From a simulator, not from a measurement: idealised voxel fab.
A process module follows: voxel transistor to metal.
Section cut is 285 nm wide and gridded with 5 nm square cells.
For the purposes of this document, a cross-section shall be understood as a grid of square cells, specified as bands listed in top-to-bottom order, each band consisting of one or more rows of cells.
Look at the band entry: it leads with the top's height and the bottom's height in nm. Then it lists the materials left to right, with a width in nm for each. The word "everywhere" on a single material says that material fills the band edge to edge. The word "empty" is empty space.
Height is counted from the level 0, under which the received wafer is composed throughout of one material. The lowest of the bands is not closed at the bottom but continues downward, in the notation "0 and below".
The expression "30..40" gives the width at the extremes of the band, the first number at its top row of cells and the second at its bottom row, with the width changing by equal amounts from each row to the next in between.
The cross-section has no changed cell in any step marked "no change".
Entry "Closed void table" = empty spaces >= 8 cells with no open way to the top; each as width x height at distance, distance from left edge, all nm.
Note: text after step settings on the step line = simulator remark on that step.
"overlay nm", when on a step's line for a step with a mask, measures how far to the right of its planned place the mask lay; a negative measure means to the left.
What follows is a series of pairs. Each pair shows a cross-section before one process step and the cross-section after it, and the after view is drawn only down to the lowest band that changed. Beneath each pair is the step that lies between the two, with its settings. Pairs may come from different runs of this module on the same starting wafer, so a pair continues from the one above it only where its entry headed "before" says so.

-- before
	100 down to 80 = 25 nm empty / 20 nm resist / 50 nm empty / 20 nm resist / 50 nm empty / 20 nm resist / 50 nm empty / 20 nm resist / 30 nm empty
	80 down to 55 = 25 nm empty / 20 nm W / 50 nm empty / 20 nm W / 50 nm empty / 20 nm W / 50 nm empty / 20 nm W / 30 nm empty
	55 down to 50 = TiN everywhere
	50 down to 40 = 25 nm SiO2 / 5 nm TiN / 10 nm Ru / 5 nm TiN / 50 nm SiO2 / 5 nm TiN / 10 nm Ru / 5 nm TiN / 50 nm SiO2 / 5 nm TiN / 10 nm Ru / 5 nm TiN / 50 nm SiO2 / 5 nm TiN / 10 nm Ru / 5 nm TiN / 30 nm SiO2
	40 down to 35 = 25 nm SiO2 / 5 nm TiN / 5 nm Ru / 10 nm TiN / 50 nm SiO2 / 5 nm TiN / 10 nm Ru / 5 nm TiN / 50 nm SiO2 / 5 nm TiN / 5 nm Ru / 10 nm TiN / 50 nm SiO2 / 5 nm TiN / 10 nm Ru / 5 nm TiN / 30 nm SiO2
	35 down to 20 = 25 nm SiO2 / 5 nm TiN / 5 nm Ru / 5 nm TiN / 10 nm SiN / 20 nm SiCN / 10 nm SiN / 15 nm SiO2 / 5 nm TiN / 10 nm Ru / 5 nm TiN / 50 nm SiO2 / 5 nm TiN / 5 nm Ru / 5 nm TiN / 10 nm SiN / 20 nm SiCN / 10 nm SiN / 15 nm SiO2 / 5 nm TiN / 10 nm Ru / 5 nm TiN / 30 nm SiO2
	20 down to 10 = 25 nm SiO2 / 5 nm TiN / 5 nm Ru / 5 nm TiN / 10 nm SiN / 30 nm polySi / 10 nm SiN / 5 nm SiO2 / 5 nm TiN / 10 nm Ru / 5 nm TiN / 50 nm SiO2 / 5 nm TiN / 5 nm Ru / 5 nm TiN / 10 nm SiN / 30 nm polySi / 10 nm SiN / 5 nm SiO2 / 5 nm TiN / 10 nm Ru / 5 nm TiN / 30 nm SiO2
	10 down to 5 = 25 nm SiO2 / 15 nm TiN / 10 nm SiN / 30 nm polySi / 10 nm SiN / 5 nm SiO2 / 20 nm TiN / 50 nm SiO2 / 15 nm TiN / 10 nm SiN / 30 nm polySi / 10 nm SiN / 5 nm SiO2 / 20 nm TiN / 30 nm SiO2
	5 down to 0 = 10 nm SiO2 / 10 nm SiN / 20 nm nSi / 10 nm SiN / 30 nm polySi / 10 nm SiN / 10 nm nSi / 10 nm TiN / 10 nm nSi / 10 nm SiN / 20 nm SiO2 / 10 nm SiN / 20 nm nSi / 10 nm SiN / 30 nm polySi / 10 nm SiN / 10 nm nSi / 10 nm TiN / 10 nm nSi / 10 nm SiN / 15 nm SiO2
	0 down to -5 = 20 nm SiO2 / 20 nm nSi / 50 nm SiO2 / 30 nm nSi / 40 nm SiO2 / 20 nm nSi / 50 nm SiO2 / 30 nm nSi / 25 nm SiO2
	-5 down to -10 = 15 nm SiO2 / 5 nm Si / 20 nm nSi / 50 nm Si / 30 nm nSi / 5 nm Si / 30 nm SiO2 / 5 nm Si / 20 nm nSi / 50 nm Si / 30 nm nSi / 5 nm Si / 20 nm SiO2
	-10 down to -25 = 15 nm SiO2 / 110 nm Si / 30 nm SiO2 / 110 nm Si / 20 nm SiO2
	-25 and below = Si everywhere
	Closed void table: none

-- Section After Processing
	100 down to 80 = 25 nm empty / 20 nm resist / 50 nm empty / 20 nm resist / 50 nm empty / 20 nm resist / 50 nm empty / 20 nm resist / 30 nm empty
	80 down to 55 = 25 nm empty / 20 nm W / 50 nm empty / 20 nm W / 50 nm empty / 20 nm W / 50 nm empty / 20 nm W / 30 nm empty
	55 down to 50 = 25 nm empty / 20 nm TiN / 50 nm empty / 20 nm TiN / 50 nm empty / 20 nm TiN / 50 nm empty / 20 nm TiN / 30 nm empty
	below 50: unchanged
	Closed void table: none
The structure goes from the before cross-section above to the after cross-section through DIRECTIONAL_ETCH | etch materials TiN | depth nm 5

before: refer to the pair immediately above; the cross-section shown after its step is the state before this one.

-- Section After Processing
	80 down to 55 = 25 nm empty / 20 nm W / 50 nm empty / 20 nm W / 50 nm empty / 20 nm W / 50 nm empty / 20 nm W / 30 nm empty
	below 55: unchanged
	Closed void table: none
The structure goes from the before cross-section above to the after cross-section through STRIP | etch materials resist

before: refer to the pair immediately above; the cross-section shown after its step is the state before this one.

-- Section After Processing
	85 down to 80 = 20 nm empty / 30 nm SiN / 40 nm empty / 30 nm SiN / 40 nm empty / 30 nm SiN / 40 nm empty / 30 nm SiN / 25 nm empty
	80 down to 55 = 20 nm empty / 5 nm SiN / 20 nm W / 5 nm SiN / 40 nm empty / 5 nm SiN / 20 nm W / 5 nm SiN / 40 nm empty / 5 nm SiN / 20 nm W / 5 nm SiN / 40 nm empty / 5 nm SiN / 20 nm W / 5 nm SiN / 25 nm empty
	55 down to 50 = 25 nm SiN / 20 nm TiN / 50 nm SiN / 20 nm TiN / 50 nm SiN / 20 nm TiN / 50 nm SiN / 20 nm TiN / 30 nm SiN
	below 50: unchanged
	Closed void table: none
The structure goes from the before cross-section above to the after cross-section through CONFORMAL_DEP | material SiN | thk nm 5

before: refer to the pair immediately above; the cross-section shown after its step is the state before this one.

-- Section After Processing
	90 down to 85 = lowk everywhere
	85 down to 80 = 20 nm lowk / 30 nm SiN / 40 nm lowk / 30 nm SiN / 40 nm lowk / 30 nm SiN / 40 nm lowk / 30 nm SiN / 25 nm lowk
	80 down to 55 = 20 nm lowk / 5 nm SiN / 20 nm W / 5 nm SiN / 40 nm lowk / 5 nm SiN / 20 nm W / 5 nm SiN / 40 nm lowk / 5 nm SiN / 20 nm W / 5 nm SiN / 40 nm lowk / 5 nm SiN / 20 nm W / 5 nm SiN / 25 nm lowk
	below 55: unchanged
	Closed void table: none
The structure goes from the before cross-section above to the after cross-section through FILL_DEP | material lowk | thk nm 5

before: refer to the pair immediately above; the cross-section shown after its step is the state before this one.

-- Section After Processing
	80 down to 55 = 20 nm lowk / 5 nm SiN / 20 nm W / 5 nm SiN / 40 nm lowk / 5 nm SiN / 20 nm W / 5 nm SiN / 40 nm lowk / 5 nm SiN / 20 nm W / 5 nm SiN / 40 nm lowk / 5 nm SiN / 20 nm W / 5 nm SiN / 25 nm lowk
	below 55: unchanged
	Closed void table: none
The structure goes from the before cross-section above to the after cross-section through CMP | height nm 80

before: refer to the pair immediately above; the cross-section shown after its step is the state before this one.

-- Section After Processing
	85 down to 80 = SiCN everywhere
	below 80: unchanged
	Closed void table: none
The structure goes from the before cross-section above to the after cross-section through CONFORMAL_DEP | material SiCN | thk nm 5

-- before
	35 down to 20 = 50 nm SiO2 / 10 nm SiN / 20 nm SiCN / 10 nm SiN / 100 nm SiO2 / 10 nm SiN / 20 nm SiCN / 10 nm SiN / 55 nm SiO2
	20 down to 5 = 50 nm SiO2 / 10 nm SiN / 20 nm polySi / 10 nm SiN / 100 nm SiO2 / 10 nm SiN / 20 nm polySi / 10 nm SiN / 55 nm SiO2
	5 down to 0 = 10 nm SiO2 / 10 nm SiN / 10 nm nSi / 10 nm SiO2 / 10 nm nSi / 10 nm SiN / 20 nm polySi / 10 nm SiN / 10 nm nSi / 10 nm SiO2 / 10 nm nSi / 10 nm SiN / 20 nm SiO2 / 10 nm SiN / 10 nm nSi / 10 nm SiO2 / 10 nm nSi / 10 nm SiN / 20 nm polySi / 10 nm SiN / 10 nm nSi / 10 nm SiO2 / 10 nm nSi / 10 nm SiN / 15 nm SiO2
	0 down to -5 = 20 nm SiO2 / 30 nm nSi / 40 nm SiO2 / 30 nm nSi / 40 nm SiO2 / 30 nm nSi / 40 nm SiO2 / 30 nm nSi / 25 nm SiO2
	-5 down to -10 = 15 nm SiO2 / 5 nm Si / 30 nm nSi / 40 nm Si / 30 nm nSi / 5 nm Si / 30 nm SiO2 / 5 nm Si / 30 nm nSi / 40 nm Si / 30 nm nSi / 5 nm Si / 20 nm SiO2
	-10 down to -25 = 15 nm SiO2 / 110 nm Si / 30 nm SiO2 / 110 nm Si / 20 nm SiO2
	-25 and below = Si everywhere
	Closed void table: none

-- Section After Processing
	50 down to 35 = SiCN everywhere
	below 35: unchanged
	Closed void table: none
The structure goes from the before cross-section above to the after cross-section through DIRECTIONAL_DEP | material SiCN | thk nm 15

before: refer to the pair immediately above; the cross-section shown after its step is the state before this one.

-- Section After Processing
	65 down to 50 = aC everywhere
	below 50: unchanged
	Closed void table: none
The structure goes from the before cross-section above to the after cross-section through DIRECTIONAL_DEP | material aC | thk nm 15

before: refer to the pair immediately above; the cross-section shown after its step is the state before this one.

-- Section After Processing
	95 down to 65 = 25 nm resist / 20 nm empty / 50 nm resist / 20 nm empty / 50 nm resist / 20 nm empty / 50 nm resist / 20 nm empty / 30 nm resist
	below 65: unchanged
	Closed void table: none
The structure goes from the before cross-section above to the after cross-section through PATTERN | tone open | mask id CONTACT | material resist | width nm 20 | pitch nm 70 | thk nm 30 | overlay nm 0

before: refer to the pair immediately above; the cross-section shown after its step is the state before this one.

-- Section After Processing
	80 down to 65 = 25 nm resist / 20 nm empty / 50 nm resist / 20 nm empty / 50 nm resist / 20 nm empty / 50 nm resist / 20 nm empty / 30 nm resist
	65 down to 50 = 25 nm aC / 20 nm empty / 50 nm aC / 20 nm empty / 50 nm aC / 20 nm empty / 50 nm aC / 20 nm empty / 30 nm aC
	below 50: unchanged
	Closed void table: none
The structure goes from the before cross-section above to the after cross-section through DIRECTIONAL_ETCH | etch materials aC | depth nm 15

before: refer to the pair immediately above; the cross-section shown after its step is the state before this one.

-- Section After Processing
	65 down to 50 = 25 nm aC / 20 nm empty / 50 nm aC / 20 nm empty / 50 nm aC / 20 nm empty / 50 nm aC / 20 nm empty / 30 nm aC
	below 50: unchanged
	Closed void table: none
The structure goes from the before cross-section above to the after cross-section through STRIP | etch materials resist

before: refer to the pair immediately above; the cross-section shown after its step is the state before this one.

-- Section After Processing
	50 down to 35 = SiCN everywhere
	below 35: unchanged
	Closed void table: none
The structure goes from the before cross-section above to the after cross-section through STRIP | etch materials aC

before: refer to the pair immediately above; the cross-section shown after its step is the state before this one.

-- Section After Processing
	55 down to 50 = TiN everywhere
	below 50: unchanged
	Closed void table: none
The structure goes from the before cross-section above to the after cross-section through CONFORMAL_DEP | material TiN | thk nm 5

before: refer to the pair immediately above; the cross-section shown after its step is the state before this one.

-- Section After Processing
	60 down to 55 = Ru everywhere
	below 55: unchanged
	Closed void table: none
The structure goes from the before cross-section above to the after cross-section through FILL_DEP | material Ru | thk nm 5

before: refer to the pair immediately above; the cross-section shown after its step is the state before this one.

-- Section After Processing
	50 down to 35 = SiCN everywhere
	below 35: unchanged
	Closed void table: none
The structure goes from the before cross-section above to the after cross-section through CMP | height nm 50

before: refer to the pair immediately above; the cross-section shown after its step is the state before this one.

-- Section After Processing
	55 down to 50 = TiN everywhere
	below 50: unchanged
	Closed void table: none
The structure goes from the before cross-section above to the after cross-section through DIRECTIONAL_DEP | material TiN | thk nm 5

before: refer to the pair immediately above; the cross-section shown after its step is the state before this one.

-- Section After Processing
	80 down to 55 = W everywhere
	below 55: unchanged
	Closed void table: none
The structure goes from the before cross-section above to the after cross-section through DIRECTIONAL_DEP | material W | thk nm 25

before: refer to the pair immediately above; the cross-section shown after its step is the state before this one.

-- Section After Processing
	100 down to 80 = 25 nm empty / 20 nm resist / 50 nm empty / 20 nm resist / 50 nm empty / 20 nm resist / 50 nm empty / 20 nm resist / 30 nm empty
	below 80: unchanged
	Closed void table: none
The structure goes from the before cross-section above to the after cross-section through PATTERN | tone cover | mask id METAL_1 | material resist | width nm 20 | pitch nm 70 | thk nm 20 | overlay nm 0

before: refer to the pair immediately above; the cross-section shown after its step is the state before this one.

-- Section After Processing
	100 down to 80 = 25 nm empty / 20 nm resist / 50 nm empty / 20 nm resist / 50 nm empty / 20 nm resist / 50 nm empty / 20 nm resist / 30 nm empty
	80 down to 55 = 25 nm empty / 20 nm W / 50 nm empty / 20 nm W / 50 nm empty / 20 nm W / 50 nm empty / 20 nm W / 30 nm empty
	below 55: unchanged
	Closed void table: none
The structure goes from the before cross-section above to the after cross-section through DIRECTIONAL_ETCH | etch materials W | depth nm 25

before: refer to the pair immediately above; the cross-section shown after its step is the state before this one.

-- Section After Processing
	100 down to 80 = 25 nm empty / 20 nm resist / 50 nm empty / 20 nm resist / 50 nm empty / 20 nm resist / 50 nm empty / 20 nm resist / 30 nm empty
	80 down to 55 = 25 nm empty / 20 nm W / 50 nm empty / 20 nm W / 50 nm empty / 20 nm W / 50 nm empty / 20 nm W / 30 nm empty
	55 down to 50 = 25 nm empty / 20 nm TiN / 50 nm empty / 20 nm TiN / 50 nm empty / 20 nm TiN / 50 nm empty / 20 nm TiN / 30 nm empty
	below 50: unchanged
	Closed void table: none
The structure goes from the before cross-section above to the after cross-section through DIRECTIONAL_ETCH | etch materials TiN | depth nm 5

before: refer to the pair immediately above; the cross-section shown after its step is the state before this one.

-- Section After Processing
	80 down to 55 = 25 nm empty / 20 nm W / 50 nm empty / 20 nm W / 50 nm empty / 20 nm W / 50 nm empty / 20 nm W / 30 nm empty
	below 55: unchanged
	Closed void table: none
The structure goes from the before cross-section above to the after cross-section through STRIP | etch materials resist

before: refer to the pair immediately above; the cross-section shown after its step is the state before this one.

-- Section After Processing
	85 down to 80 = 20 nm empty / 30 nm SiN / 40 nm empty / 30 nm SiN / 40 nm empty / 30 nm SiN / 40 nm empty / 30 nm SiN / 25 nm empty
	80 down to 55 = 20 nm empty / 5 nm SiN / 20 nm W / 5 nm SiN / 40 nm empty / 5 nm SiN / 20 nm W / 5 nm SiN / 40 nm empty / 5 nm SiN / 20 nm W / 5 nm SiN / 40 nm empty / 5 nm SiN / 20 nm W / 5 nm SiN / 25 nm empty
	55 down to 50 = 25 nm SiN / 20 nm TiN / 50 nm SiN / 20 nm TiN / 50 nm SiN / 20 nm TiN / 50 nm SiN / 20 nm TiN / 30 nm SiN
	below 50: unchanged
	Closed void table: none
The structure goes from the before cross-section above to the after cross-section through CONFORMAL_DEP | material SiN | thk nm 5

before: refer to the pair immediately above; the cross-section shown after its step is the state before this one.

-- Section After Processing
	90 down to 85 = lowk everywhere
	85 down to 80 = 20 nm lowk / 30 nm SiN / 40 nm lowk / 30 nm SiN / 40 nm lowk / 30 nm SiN / 40 nm lowk / 30 nm SiN / 25 nm lowk
	80 down to 55 = 20 nm lowk / 5 nm SiN / 20 nm W / 5 nm SiN / 40 nm lowk / 5 nm SiN / 20 nm W / 5 nm SiN / 40 nm lowk / 5 nm SiN / 20 nm W / 5 nm SiN / 40 nm lowk / 5 nm SiN / 20 nm W / 5 nm SiN / 25 nm lowk
	below 55: unchanged
	Closed void table: none
The structure goes from the before cross-section above to the after cross-section through FILL_DEP | material lowk | thk nm 5

before: refer to the pair immediately above; the cross-section shown after its step is the state before this one.

-- Section After Processing
	80 down to 55 = 20 nm lowk / 5 nm SiN / 20 nm W / 5 nm SiN / 40 nm lowk / 5 nm SiN / 20 nm W / 5 nm SiN / 40 nm lowk / 5 nm SiN / 20 nm W / 5 nm SiN / 40 nm lowk / 5 nm SiN / 20 nm W / 5 nm SiN / 25 nm lowk
	below 55: unchanged
	Closed void table: none
The structure goes from the before cross-section above to the after cross-section through CMP | height nm 80

before: refer to the pair immediately above; the cross-section shown after its step is the state before this one.

-- Section After Processing
	85 down to 80 = SiCN everywhere
	below 80: unchanged
	Closed void table: none
The structure goes from the before cross-section above to the after cross-section through CONFORMAL_DEP | material SiCN | thk nm 5

-- before
	65 down to 50 = aC everywhere
	50 down to 35 = SiO2 everywhere
	35 down to 20 = 50 nm SiO2 / 10 nm SiN / 20 nm SiCN / 10 nm SiN / 100 nm SiO2 / 10 nm SiN / 20 nm SiCN / 10 nm SiN / 55 nm SiO2
	20 down to 5 = 50 nm SiO2 / 10 nm SiN / 20 nm polySi / 10 nm SiN / 100 nm SiO2 / 10 nm SiN / 20 nm polySi / 10 nm SiN / 55 nm SiO2
	5 down to 0 = 10 nm SiO2 / 10 nm SiN / 10 nm nSi / 10 nm SiO2 / 10 nm nSi / 10 nm SiN / 20 nm polySi / 10 nm SiN / 10 nm nSi / 10 nm SiO2 / 10 nm nSi / 10 nm SiN / 20 nm SiO2 / 10 nm SiN / 10 nm nSi / 10 nm SiO2 / 10 nm nSi / 10 nm SiN / 20 nm polySi / 10 nm SiN / 10 nm nSi / 10 nm SiO2 / 10 nm nSi / 10 nm SiN / 15 nm SiO2
	0 down to -5 = 20 nm SiO2 / 30 nm nSi / 40 nm SiO2 / 30 nm nSi / 40 nm SiO2 / 30 nm nSi / 40 nm SiO2 / 30 nm nSi / 25 nm SiO2
	-5 down to -10 = 15 nm SiO2 / 5 nm Si / 30 nm nSi / 40 nm Si / 30 nm nSi / 5 nm Si / 30 nm SiO2 / 5 nm Si / 30 nm nSi / 40 nm Si / 30 nm nSi / 5 nm Si / 20 nm SiO2
	-10 down to -25 = 15 nm SiO2 / 110 nm Si / 30 nm SiO2 / 110 nm Si / 20 nm SiO2
	-25 and below = Si everywhere
	Closed void table: none

-- Section After Processing
	95 down to 65 = 25 nm empty / 20 nm resist / 50 nm empty / 20 nm resist / 50 nm empty / 20 nm resist / 50 nm empty / 20 nm resist / 30 nm empty
	below 65: unchanged
	Closed void table: none
The structure goes from the before cross-section above to the after cross-section through PATTERN | tone cover | mask id CONTACT | material resist | width nm 20 | pitch nm 70 | thk nm 30 | overlay nm 0

before: refer to the pair immediately above; the cross-section shown after its step is the state before this one.

-- Section After Processing
	80 down to 65 = 25 nm empty / 20 nm resist / 50 nm empty / 20 nm resist / 50 nm empty / 20 nm resist / 50 nm empty / 20 nm resist / 30 nm empty
	65 down to 50 = 25 nm empty / 20 nm aC / 50 nm empty / 20 nm aC / 50 nm empty / 20 nm aC / 50 nm empty / 20 nm aC / 30 nm empty
	below 50: unchanged
	Closed void table: none
The structure goes from the before cross-section above to the after cross-section through DIRECTIONAL_ETCH | etch materials aC | depth nm 15

before: refer to the pair immediately above; the cross-section shown after its step is the state before this one.

-- Section After Processing
	65 down to 50 = 25 nm empty / 20 nm aC / 50 nm empty / 20 nm aC / 50 nm empty / 20 nm aC / 50 nm empty / 20 nm aC / 30 nm empty
	below 50: unchanged
	Closed void table: none
The structure goes from the before cross-section above to the after cross-section through STRIP | etch materials resist

before: refer to the pair immediately above; the cross-section shown after its step is the state before this one.

-- Section After Processing
	65 down to 50 = 25 nm empty / 20 nm aC / 50 nm empty / 20 nm aC / 50 nm empty / 20 nm aC / 50 nm empty / 20 nm aC / 30 nm empty
	50 down to 35 = 25 nm empty / 20 nm SiO2 / 50 nm empty / 20 nm SiO2 / 50 nm empty / 20 nm SiO2 / 50 nm empty / 20 nm SiO2 / 30 nm empty
	35 down to 20 = 25 nm empty / 20 nm SiO2 / 5 nm empty / 10 nm SiN / 20 nm SiCN / 10 nm SiN / 5 nm empty / 20 nm SiO2 / 50 nm empty / 20 nm SiO2 / 5 nm empty / 10 nm SiN / 20 nm SiCN / 10 nm SiN / 5 nm empty / 20 nm SiO2 / 30 nm empty
	20 down to 5 = 25 nm empty / 20 nm SiO2 / 5 nm empty / 10 nm SiN / 20 nm polySi / 10 nm SiN / 5 nm empty / 20 nm SiO2 / 50 nm empty / 20 nm SiO2 / 5 nm empty / 10 nm SiN / 20 nm polySi / 10 nm SiN / 5 nm empty / 20 nm SiO2 / 30 nm empty
	5 down to 0 = 10 nm empty / 10 nm SiN / 10 nm nSi / 10 nm SiO2 / 10 nm nSi / 10 nm SiN / 20 nm polySi / 10 nm SiN / 10 nm nSi / 10 nm SiO2 / 10 nm nSi / 10 nm SiN / 20 nm empty / 10 nm SiN / 10 nm nSi / 10 nm SiO2 / 10 nm nSi / 10 nm SiN / 20 nm polySi / 10 nm SiN / 10 nm nSi / 10 nm SiO2 / 10 nm nSi / 10 nm SiN / 15 nm empty
	below 0: unchanged
	Closed void table: none
The structure goes from the before cross-section above to the after cross-section through DIRECTIONAL_ETCH | etch materials SiO2 | depth nm 50

before: refer to the pair immediately above; the cross-section shown after its step is the state before this one.

-- Section After Processing
	50 down to 35 = 25 nm empty / 20 nm SiO2 / 50 nm empty / 20 nm SiO2 / 50 nm empty / 20 nm SiO2 / 50 nm empty / 20 nm SiO2 / 30 nm empty
	below 35: unchanged
	Closed void table: none
The structure goes from the before cross-section above to the after cross-section through STRIP | etch materials aC

before: refer to the pair immediately above; the cross-section shown after its step is the state before this one.

-- Section After Processing
	55 down to 50 = 20 nm empty / 30 nm TiN / 40 nm empty / 30 nm TiN / 40 nm empty / 30 nm TiN / 40 nm empty / 30 nm TiN / 25 nm empty
	50 down to 40 = 20 nm empty / 5 nm TiN / 20 nm SiO2 / 5 nm TiN / 40 nm empty / 5 nm TiN / 20 nm SiO2 / 5 nm TiN / 40 nm empty / 5 nm TiN / 20 nm SiO2 / 5 nm TiN / 40 nm empty / 5 nm TiN / 20 nm SiO2 / 5 nm TiN / 25 nm empty
	40 down to 35 = 20 nm empty / 5 nm TiN / 20 nm SiO2 / 50 nm TiN / 20 nm SiO2 / 5 nm TiN / 40 nm empty / 5 nm TiN / 20 nm SiO2 / 50 nm TiN / 20 nm SiO2 / 5 nm TiN / 25 nm empty
	35 down to 20 = 20 nm empty / 5 nm TiN / 20 nm SiO2 / 5 nm TiN / 10 nm SiN / 20 nm SiCN / 10 nm SiN / 5 nm TiN / 20 nm SiO2 / 5 nm TiN / 40 nm empty / 5 nm TiN / 20 nm SiO2 / 5 nm TiN / 10 nm SiN / 20 nm SiCN / 10 nm SiN / 5 nm TiN / 20 nm SiO2 / 5 nm TiN / 25 nm empty
	20 down to 10 = 20 nm empty / 5 nm TiN / 20 nm SiO2 / 5 nm TiN / 10 nm SiN / 20 nm polySi / 10 nm SiN / 5 nm TiN / 20 nm SiO2 / 5 nm TiN / 40 nm empty / 5 nm TiN / 20 nm SiO2 / 5 nm TiN / 10 nm SiN / 20 nm polySi / 10 nm SiN / 5 nm TiN / 20 nm SiO2 / 5 nm TiN / 25 nm empty
	10 down to 5 = 5 nm empty / 20 nm TiN / 20 nm SiO2 / 5 nm TiN / 10 nm SiN / 20 nm polySi / 10 nm SiN / 5 nm TiN / 20 nm SiO2 / 20 nm TiN / 10 nm empty / 20 nm TiN / 20 nm SiO2 / 5 nm TiN / 10 nm SiN / 20 nm polySi / 10 nm SiN / 5 nm TiN / 20 nm SiO2 / 20 nm TiN / 10 nm empty
	5 down to 0 = 10 nm TiN / 10 nm SiN / 10 nm nSi / 10 nm SiO2 / 10 nm nSi / 10 nm SiN / 20 nm polySi / 10 nm SiN / 10 nm nSi / 10 nm SiO2 / 10 nm nSi / 10 nm SiN / 20 nm TiN / 10 nm SiN / 10 nm nSi / 10 nm SiO2 / 10 nm nSi / 10 nm SiN / 20 nm polySi / 10 nm SiN / 10 nm nSi / 10 nm SiO2 / 10 nm nSi / 10 nm SiN / 15 nm TiN
	below 0: unchanged
	Closed void table: none
The structure goes from the before cross-section above to the after cross-section through CONFORMAL_DEP | material TiN | thk nm 5

before: refer to the pair immediately above; the cross-section shown after its step is the state before this one.

-- Section After Processing
	60 down to 55 = Ru everywhere
	55 down to 50 = 20 nm Ru / 30 nm TiN / 40 nm Ru / 30 nm TiN / 40 nm Ru / 30 nm TiN / 40 nm Ru / 30 nm TiN / 25 nm Ru
	50 down to 40 = 20 nm Ru / 5 nm TiN / 20 nm SiO2 / 5 nm TiN / 40 nm Ru / 5 nm TiN / 20 nm SiO2 / 5 nm TiN / 40 nm Ru / 5 nm TiN / 20 nm SiO2 / 5 nm TiN / 40 nm Ru / 5 nm TiN / 20 nm SiO2 / 5 nm TiN / 25 nm Ru
	40 down to 35 = 20 nm Ru / 5 nm TiN / 20 nm SiO2 / 50 nm TiN / 20 nm SiO2 / 5 nm TiN / 40 nm Ru / 5 nm TiN / 20 nm SiO2 / 50 nm TiN / 20 nm SiO2 / 5 nm TiN / 25 nm Ru
	35 down to 20 = 20 nm Ru / 5 nm TiN / 20 nm SiO2 / 5 nm TiN / 10 nm SiN / 20 nm SiCN / 10 nm SiN / 5 nm TiN / 20 nm SiO2 / 5 nm TiN / 40 nm Ru / 5 nm TiN / 20 nm SiO2 / 5 nm TiN / 10 nm SiN / 20 nm SiCN / 10 nm SiN / 5 nm TiN / 20 nm SiO2 / 5 nm TiN / 25 nm Ru
	20 down to 10 = 20 nm Ru / 5 nm TiN / 20 nm SiO2 / 5 nm TiN / 10 nm SiN / 20 nm polySi / 10 nm SiN / 5 nm TiN / 20 nm SiO2 / 5 nm TiN / 40 nm Ru / 5 nm TiN / 20 nm SiO2 / 5 nm TiN / 10 nm SiN / 20 nm polySi / 10 nm SiN / 5 nm TiN / 20 nm SiO2 / 5 nm TiN / 25 nm Ru
	10 down to 5 = 5 nm Ru / 20 nm TiN / 20 nm SiO2 / 5 nm TiN / 10 nm SiN / 20 nm polySi / 10 nm SiN / 5 nm TiN / 20 nm SiO2 / 20 nm TiN / 10 nm Ru / 20 nm TiN / 20 nm SiO2 / 5 nm TiN / 10 nm SiN / 20 nm polySi / 10 nm SiN / 5 nm TiN / 20 nm SiO2 / 20 nm TiN / 10 nm Ru
	below 5: unchanged
	Closed void table: none
The structure goes from the before cross-section above to the after cross-section through FILL_DEP | material Ru | thk nm 5

before: refer to the pair immediately above; the cross-section shown after its step is the state before this one.

-- Section After Processing
	50 down to 40 = 20 nm Ru / 5 nm TiN / 20 nm SiO2 / 5 nm TiN / 40 nm Ru / 5 nm TiN / 20 nm SiO2 / 5 nm TiN / 40 nm Ru / 5 nm TiN / 20 nm SiO2 / 5 nm TiN / 40 nm Ru / 5 nm TiN / 20 nm SiO2 / 5 nm TiN / 25 nm Ru
	below 40: unchanged
	Closed void table: none
The structure goes from the before cross-section above to the after cross-section through CMP | height nm 50

before: refer to the pair immediately above; the cross-section shown after its step is the state before this one.

-- Section After Processing
	55 down to 50 = TiN everywhere
	below 50: unchanged
	Closed void table: none
The structure goes from the before cross-section above to the after cross-section through DIRECTIONAL_DEP | material TiN | thk nm 5

before: refer to the pair immediately above; the cross-section shown after its step is the state before this one.

-- Section After Processing
	80 down to 55 = W everywhere
	below 55: unchanged
	Closed void table: none
The structure goes from the before cross-section above to the after cross-section through DIRECTIONAL_DEP | material W | thk nm 25

before: refer to the pair immediately above; the cross-section shown after its step is the state before this one.

-- Section After Processing
	100 down to 80 = 25 nm empty / 20 nm resist / 50 nm empty / 20 nm resist / 50 nm empty / 20 nm resist / 50 nm empty / 20 nm resist / 30 nm empty
	below 80: unchanged
	Closed void table: none
The structure goes from the before cross-section above to the after cross-section through PATTERN | tone cover | mask id METAL_1 | material resist | width nm 20 | pitch nm 70 | thk nm 20 | overlay nm 0

before: refer to the pair immediately above; the cross-section shown after its step is the state before this one.

-- Section After Processing
	100 down to 80 = 25 nm empty / 20 nm resist / 50 nm empty / 20 nm resist / 50 nm empty / 20 nm resist / 50 nm empty / 20 nm resist / 30 nm empty
	80 down to 55 = 25 nm empty / 20 nm W / 50 nm empty / 20 nm W / 50 nm empty / 20 nm W / 50 nm empty / 20 nm W / 30 nm empty
	below 55: unchanged
	Closed void table: none
The structure goes from the before cross-section above to the after cross-section through DIRECTIONAL_ETCH | etch materials W | depth nm 25

before: refer to the pair immediately above; the cross-section shown after its step is the state before this one.

-- Section After Processing
	100 down to 80 = 25 nm empty / 20 nm resist / 50 nm empty / 20 nm resist / 50 nm empty / 20 nm resist / 50 nm empty / 20 nm resist / 30 nm empty
	80 down to 55 = 25 nm empty / 20 nm W / 50 nm empty / 20 nm W / 50 nm empty / 20 nm W / 50 nm empty / 20 nm W / 30 nm empty
	55 down to 50 = 25 nm empty / 20 nm TiN / 50 nm empty / 20 nm TiN / 50 nm empty / 20 nm TiN / 50 nm empty / 20 nm TiN / 30 nm empty
	below 50: unchanged
	Closed void table: none
The structure goes from the before cross-section above to the after cross-section through DIRECTIONAL_ETCH | etch materials TiN | depth nm 5

before: refer to the pair immediately above; the cross-section shown after its step is the state before this one.

-- Section After Processing
	80 down to 55 = 25 nm empty / 20 nm W / 50 nm empty / 20 nm W / 50 nm empty / 20 nm W / 50 nm empty / 20 nm W / 30 nm empty
	below 55: unchanged
	Closed void table: none
The structure goes from the before cross-section above to the after cross-section through STRIP | etch materials resist

before: refer to the pair immediately above; the cross-section shown after its step is the state before this one.

-- Section After Processing
	85 down to 80 = 20 nm empty / 30 nm SiN / 40 nm empty / 30 nm SiN / 40 nm empty / 30 nm SiN / 40 nm empty / 30 nm SiN / 25 nm empty
	80 down to 55 = 20 nm empty / 5 nm SiN / 20 nm W / 5 nm SiN / 40 nm empty / 5 nm SiN / 20 nm W / 5 nm SiN / 40 nm empty / 5 nm SiN / 20 nm W / 5 nm SiN / 40 nm empty / 5 nm SiN / 20 nm W / 5 nm SiN / 25 nm empty
	55 down to 50 = 25 nm SiN / 20 nm TiN / 50 nm SiN / 20 nm TiN / 50 nm SiN / 20 nm TiN / 50 nm SiN / 20 nm TiN / 30 nm SiN
	below 50: unchanged
	Closed void table: none
The structure goes from the before cross-section above to the after cross-section through CONFORMAL_DEP | material SiN | thk nm 5
